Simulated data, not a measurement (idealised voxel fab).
This is a process module. Its name is voxel self aligned contacts.
Cross-section cut spans 295 nm and uses square cells 5 nm in size.
Cross-section, as written here: a square-cell grid given band by band from the top down, where a band holds one or more rows of cells. Band entry format. Leading values: height of top, height of bottom, nm. Remainder: materials in left-to-right order, each with its width in nm. Special words: "full width" on a single material, which then fills the band edge to edge; "blank", empty space. All heights in this document are referenced to 0, defined as the level beneath which the wafer, as received, consists entirely of one material. The lowest band is not bounded below; it extends indefinitely downward and is written in the form "0 -> down". When a width is written as two numbers, as in "30 to 40", the first number is the width in the top row of cells of the band and the second is the width in its bottom row, and the width changes by the same amount from each row to the next. Reading "left unchanged" for a step: not a cell of the cross-section changed in it. So "Tabulated closed voids" is basically the list of trapped voids: any empty space of 8 cells or more that can't reach the top through an opening. They're written width x height at distance, the distance being from the left edge, and it's all nm. Step line, after settings: the simulator's comment on this step. What "overlay nm" on a step's line means: if the step has a mask, that mask lay this far to the right of its planned place, or, when the value is negative, to the left.

# List of planned process steps
1 RECEIVE: material Si
2 CONFORMAL_DEP: material SiO2, thk nm 5
3 DIRECTIONAL_DEP: material polySi, thk nm 30
4 DIRECTIONAL_DEP: material SiN, thk nm 25
5 MASKED_ETCH: tone cover, mask id GATE, width nm 30, pitch nm 75, etch materials SiN, depth nm 25, overlay nm 0
6 MASKED_ETCH: tone cover, mask id GATE, width nm 30, pitch nm 75, etch materials polySi, depth nm 30, overlay nm 0
7 CONFORMAL_DEP: material SiN, thk nm 10
8 DIRECTIONAL_ETCH: etch materials SiN, depth nm 10
9 FILL_DEP: material SiO2, thk nm 15
10 CMP: height nm 65
11 PATTERN: tone open, mask id CONTACT, material resist, width nm 55, pitch nm 75, thk nm 15, overlay nm 0
12 DIRECTIONAL_ETCH: etch materials SiO2, depth nm 65
13 STRIP: etch materials resist
14 CONFORMAL_DEP: material TiN, thk nm 5
15 FILL_DEP: material W, thk nm 10
16 CMP: height nm 65
17 CONFORMAL_DEP: material SiCN, thk nm 5

# Incoming wafer, cross-sectional view, post step 1
> 0 -> down: Si full width
> Tabulated closed voids: none

# First wafer of two, sectioned at end of module; run went per plan
> 70 -> 65: SiCN full width
> 65 -> 60: SiO2: 80; TiN: 20; W: 15; TiN: 20; SiO2: 20; TiN: 20; W: 15; TiN: 20; SiO2: 85
> 60 -> 35: SiO2: 45; SiN: 50; TiN: 5; W: 15; TiN: 5; SiN: 50; TiN: 5; W: 15; TiN: 5; SiN: 50; SiO2: 50
> 35 -> 5: SiO2: 45; SiN: 10; polySi: 30; SiN: 10; TiN: 5; W: 15; TiN: 5; SiN: 10; polySi: 30; SiN: 10; TiN: 5; W: 15; TiN: 5; SiN: 10; polySi: 30; SiN: 10; SiO2: 50
> 5 -> 0: SiO2: 95; TiN: 25; SiO2: 50; TiN: 25; SiO2: 100
> 0 -> down: Si full width
> Tabulated closed voids: none

# Second wafer through the module, sectioned at the end: same beginning and same plan as the first wafer, with one mistake in carrying it out
> 70 -> 65: SiCN full width
> 65 -> 60: W: 40; TiN: 40; SiO2: 55; TiN: 20; SiO2: 55; TiN: 40; W: 45
> 60 -> 35: W: 40; TiN: 5; SiN: 50; SiO2: 25; SiN: 50; SiO2: 25; SiN: 50; TiN: 5; W: 45
> 35 -> 5: W: 40; TiN: 5; SiN: 10; polySi: 30; SiN: 10; SiO2: 25; SiN: 10; polySi: 30; SiN: 10; SiO2: 25; SiN: 10; polySi: 30; SiN: 10; TiN: 5; W: 45
> 5 -> 0: TiN: 45; SiO2: 200; TiN: 50
> 0 -> down: Si full width
> Tabulated closed voids: none
Where did the run depart from the plan? rather than as planned, step 11 actually ran as PATTERN: tone cover, mask id CONTACT, material resist, width nm 55, pitch nm 75, thk nm 15, overlay nm 0
Per the end-of-run cell counts, the second wafer holds more or fewer of some materials than the first: SiO2 -123; TiN -9; W +132
